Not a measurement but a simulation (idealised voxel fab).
Presented below is a process module, voxel transistor to metal.
Square cells of 5 nm make up the cross-section cut, whose width is 190 nm.
Format of a cross-section: grid, square cells. Given as bands. Order: top down. Band: one or more rows of cells.
Quick guide to a band line: top height, bottom height (nm) up front; then every material left to right with its width in nm. Only one material and it's marked "edge to edge"? Then it fills the band edge to edge. And "blank" just means empty space.
All heights in this document are referenced to 0, defined as the level beneath which the wafer, as received, consists entirely of one material. The lowest band is not bounded below; it extends indefinitely downward and is written in the form "0 down".
The width entry "30 to 40" should be interpreted row by row: the top row of cells in the band takes the first number, the bottom row takes the second number, and the change between adjacent rows is uniform throughout.
Where a step carries "remained the same", the cross-section came out of it unchanged, cell for cell.
Look at "Sealed internal cavities" for the closed voids: empty spaces with no open path to the top, sized 8 cells or up. Each is width x height at distance, distance from the left edge, all nm.
after a step's settings: what the simulator itself notes on the step
Among the settings permitted on a step's line is "overlay nm"; applied to a step with a mask, it specifies the extent to which the mask lay to the right of its planned position, whereas a negative figure signifies a position to the left.
-- Process steps (planned)
step 1: RECEIVE [material Si]
step 2: OXIDIZE [depth nm 5]
step 3: CONFORMAL_DEP [material SiN] [thk nm 15]
step 4: DIRECTIONAL_DEP [material aC] [thk nm 10]
step 5: PATTERN [tone cover] [mask id ACTIVE] [material resist] [width nm 110] [thk nm 30] [overlay nm 0]
step 6: DIRECTIONAL_ETCH [etch materials aC] [depth nm 10]
step 7: STRIP [etch materials resist]
step 8: DIRECTIONAL_ETCH [etch materials SiN] [depth nm 15]
step 9: DIRECTIONAL_ETCH [etch materials SiO2] [depth nm 5]
step 10: DIRECTIONAL_ETCH [etch materials Si] [depth nm 25]
step 11: STRIP [etch materials aC]
step 12: OXIDIZE [depth nm 5]
step 13: FILL_DEP [material SiO2] [thk nm 10]
step 14: CMP [height nm 15]
step 15: SELECTIVE_ETCH [etch materials SiO2] [depth nm 10]
step 16: STRIP [etch materials SiN]
step 17: SELECTIVE_ETCH [etch materials SiO2] [depth nm 5]
step 18: OXIDIZE [depth nm 5]
step 19: DIRECTIONAL_DEP [material polySi] [thk nm 20]
step 20: DIRECTIONAL_DEP [material SiCN] [thk nm 15]
step 21: PATTERN [tone cover] [mask id GATE] [material resist] [width nm 20] [thk nm 15] [overlay nm 0]
step 22: DIRECTIONAL_ETCH [etch materials SiCN] [depth nm 25]
step 23: DIRECTIONAL_ETCH [etch materials polySi] [depth nm 30]
step 24: STRIP [etch materials resist]
step 25: CONFORMAL_DEP [material SiN] [thk nm 5]
step 26: DIRECTIONAL_ETCH [etch materials SiN] [depth nm 5]
step 27: DIRECTIONAL_ETCH [etch materials SiO2] [depth nm 5]
step 28: EPI [material pSi] [thk nm 5]
step 29: FILL_DEP [material SiO2] [thk nm 10]
step 30: CMP [height nm 30]
step 31: DIRECTIONAL_DEP [material SiO2] [thk nm 15]
step 32: DIRECTIONAL_DEP [material aC] [thk nm 15]
step 33: PATTERN [tone open] [mask id CONTACT] [material resist] [width nm 35] [pitch nm 65] [thk nm 35] [overlay nm 0]
step 34: DIRECTIONAL_ETCH [etch materials aC] [depth nm 15]
step 35: STRIP [etch materials resist]
step 36: DIRECTIONAL_ETCH [etch materials SiO2] [depth nm 50]
step 37: STRIP [etch materials aC]
step 38: CONFORMAL_DEP [material TiN] [thk nm 5]
step 39: FILL_DEP [material Ru] [thk nm 10]
step 40: CMP [height nm 45]
step 41: CONFORMAL_DEP [material SiCN] [thk nm 5]
step 42: DIRECTIONAL_DEP [material lowk] [thk nm 25]
step 43: DIRECTIONAL_DEP [material aC] [thk nm 10]
step 44: PATTERN [tone open] [mask id METAL_1] [material resist] [width nm 20] [pitch nm 80] [thk nm 25] [overlay nm 0]
step 45: DIRECTIONAL_ETCH [etch materials aC] [depth nm 10]
step 46: STRIP [etch materials resist]
step 47: DIRECTIONAL_ETCH [etch materials lowk] [depth nm 25]
step 48: DIRECTIONAL_ETCH [etch materials SiCN] [depth nm 5]
step 49: STRIP [etch materials aC]
step 50: CONFORMAL_DEP [material TiN] [thk nm 5]
step 51: FILL_DEP [material Cu] [thk nm 5]
step 52: CMP [height nm 75]
step 53: CONFORMAL_DEP [material SiCN] [thk nm 5]
-- Cross-section of the incoming wafer, state after step 1
- 0 down | Si edge to edge
- Sealed internal cavities: none
-- What the wafer looks like in cross-section after this module, when it starts as shown above and follows the plan above but one mistake is made in running it
- 80 to 75 | SiCN edge to edge
- 75 to 65 | 45 nm lowk  5 nm TiN  10 nm Cu  5 nm TiN  60 nm lowk  5 nm TiN  10 nm Cu  5 nm TiN  45 nm lowk
- 65 to 60 | 45 nm SiCN  20 nm TiN  60 nm SiCN  20 nm TiN  45 nm SiCN
- 60 to 50 | Ru edge to edge
- 50 to 45 | 50 nm TiN  25 nm Ru  40 nm TiN  25 nm Ru  50 nm TiN
- 45 to 30 | 45 nm SiO2  5 nm TiN  25 nm Ru  5 nm TiN  30 nm SiO2  5 nm TiN  25 nm Ru  5 nm TiN  45 nm SiO2
- 30 to 15 | 45 nm SiO2  5 nm TiN  25 nm Ru  5 nm TiN  5 nm SiN  20 nm SiCN  5 nm SiN  5 nm TiN  25 nm Ru  5 nm TiN  45 nm SiO2
- 15 to 0 | 45 nm SiO2  5 nm TiN  25 nm Ru  5 nm TiN  5 nm SiN  20 nm polySi  5 nm SiN  5 nm TiN  25 nm Ru  5 nm TiN  45 nm SiO2
- 0 to -5 | 35 nm SiO2  5 nm SiN  5 nm SiO2  35 nm TiN  5 nm SiN  20 nm polySi  5 nm SiN  35 nm TiN  5 nm SiO2  5 nm SiN  35 nm SiO2
- -5 to -10 | 40 nm SiO2  40 nm pSi  30 nm SiO2  40 nm pSi  40 nm SiO2
- -10 to -35 | 45 nm SiO2  100 nm Si  45 nm SiO2
- -35 down | Si edge to edge
- Sealed internal cavities: none
Where did the run depart from the plan? step 40 of the plan was excluded from execution and never run
